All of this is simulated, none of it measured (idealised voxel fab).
A process module follows: voxel air gaps.
FYI the section here is cut, 215 nm wide, cells are 5 nm squares.
Heads up, the way a cross-section reads in here is a grid of square cells, handed over as bands from the top down, with every band being one or more rows of cells. Read a band's entry like this: the first values are the height of its top and the height of its bottom in nm, and what follows is the sequence of materials from left to right, each with its width in nm. Note that "blank" is empty space, and that a single material marked "throughout" reaches across the band from edge to edge. Height datum 0, below which the as-received substrate wafer is one material. Lowest band open at the bottom, running downward: "0 nm and below". Width: "30 to 40" (first number = top row, second number = bottom row, same change from row to row of cells). "no modifications" (step): cross-section cells unchanged, all of them. So "Fully closed voids" is basically the list of trapped voids: any empty space of 8 cells or more that can't reach the top through an opening. They're written width x height at distance, the distance being from the left edge, and it's all nm. On each step's line, the part that comes after the settings is the simulator's own comment on the step. On any step carrying a mask, the "overlay nm" setting, if present on the step's line, tells how far right of its planned place the mask lay; negative values point to the left.

**The steps planned for the process are as follows**
1. RECEIVE,material Si
2. CONFORMAL_DEP,material SiO2,thk nm 10
3. CONFORMAL_DEP,material SiCN,thk nm 5
4. DIRECTIONAL_DEP,material lowk,thk nm 35
5. MASKED_ETCH,tone open,mask id LINES,width nm 20,pitch nm 50,etch materials lowk,depth nm 35,overlay nm 0
6. CONFORMAL_DEP,material TiN,thk nm 5
7. FILL_DEP,material Ru,thk nm 10
8. CMP,height nm 50
9. EPI,material Ru,thk nm 10
10. SELECTIVE_ETCH,etch materials lowk,depth nm 45
11. CONFORMAL_DEP,material SiCN,thk nm 5

**Cross-section: wafer on arrival = after step 1**
    0 nm and below = Si throughout
    Fully closed voids: none

**Starting wafer: above. Plan: above. Run: one mistake. Cross-section after the module: below**
    65 nm to 60 nm = 5 of blank, then 200 of SiCN, then 10 of blank
    60 nm to 50 nm = 5 of blank, then 5 of SiCN, then 40 of Ru, then 10 of SiCN, then 40 of Ru, then 10 of SiCN, then 40 of Ru, then 10 of SiCN, then 40 of Ru, then 5 of SiCN, then 10 of blank
    50 nm to 45 nm = 5 of blank, then 15 of SiCN, then 5 of TiN, then 10 of Ru, then 5 of TiN, then 30 of SiCN, then 5 of TiN, then 10 of Ru, then 5 of TiN, then 30 of SiCN, then 5 of TiN, then 10 of Ru, then 5 of TiN, then 30 of SiCN, then 5 of TiN, then 10 of Ru, then 5 of TiN, then 15 of SiCN, then 10 of blank
    45 nm to 20 nm = 15 of blank, then 5 of SiCN, then 5 of TiN, then 10 of Ru, then 5 of TiN, then 5 of SiCN, then 20 of blank, then 5 of SiCN, then 5 of TiN, then 10 of Ru, then 5 of TiN, then 5 of SiCN, then 20 of blank, then 5 of SiCN, then 5 of TiN, then 10 of Ru, then 5 of TiN, then 5 of SiCN, then 20 of blank, then 5 of SiCN, then 5 of TiN, then 10 of Ru, then 5 of TiN, then 5 of SiCN, then 20 of blank
    20 nm to 15 nm = 20 of SiCN, then 20 of TiN, then 30 of SiCN, then 20 of TiN, then 30 of SiCN, then 20 of TiN, then 30 of SiCN, then 20 of TiN, then 25 of SiCN
    15 nm to 5 nm = SiO2 throughout
    5 nm to 0 nm = SiCN throughout
    0 nm and below = Si throughout
    Fully closed voids: 20 x 25 at 45; 20 x 25 at 95; 20 x 25 at 145
Run error: order of steps 2 and 3 inverted relative to the plan
